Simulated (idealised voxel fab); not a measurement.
process module | voxel tone inversion
Section cut is 215 nm wide and gridded with 5 nm square cells.
Just so we're on the same page, the cross-sections are grids of square cells, and they're listed out in bands top to bottom, each band one or more rows deep. Band: top and bottom heights (nm) first, top before bottom; then materials from left to right, widths in nm. "throughout" marks a sole material filling the band edge to edge. "empty" denotes empty space. Height datum 0, below which the as-received substrate wafer is one material. Lowest band open at the bottom, running downward: "0 nm and below". A two-number width, for instance "30..40", indicates that the width is equal to the first number in the top row of the band and to the second number in the bottom row, and that it changes by a constant amount per row of cells. A step reported as "no alteration" is a step in which no cell of the cross-section changed. Each empty space that has no open way to the top and spans at least 8 cells appears under "Closed void register" as width x height at distance, the distance counted from the left edge, all in nm. Formally, on a step line, whatever follows the settings is a remark that the simulator itself makes on the step. Among the settings permitted on a step's line is "overlay nm"; applied to a step with a mask, it specifies the extent to which the mask lay to the right of its planned position, whereas a negative figure signifies a position to the left.

The following list gives the planned process steps
1. op RECEIVE | material Si
2. op CONFORMAL_DEP | material SiN | thk nm 5
3. op DIRECTIONAL_DEP | material polySi | thk nm 15
4. op PATTERN | tone cover | mask id POSTS | material resist | width nm 20 | pitch nm 40 | thk nm 20 | overlay nm 0
5. op DIRECTIONAL_ETCH | etch materials polySi | depth nm 15
6. op STRIP | etch materials resist
7. op FILL_DEP | material SiO2 | thk nm 5
8. op CMP | height nm 20
9. op STRIP | etch materials polySi

Cross-sectional view of the wafer in its as-received condition, corresponding to the state after step 1
    0 nm and below  Si throughout
    Closed void register: none

What the wafer looks like in cross-section after this module, when it starts as shown above and follows the plan above but one mistake is made in running it
    20 nm to 15 nm  SiN throughout
    15 nm to 0 nm  polySi throughout
    0 nm and below  Si throughout
    Closed void register: none
Plan not followed: contrary to the plan, steps 2 and 3 were processed in exchanged order
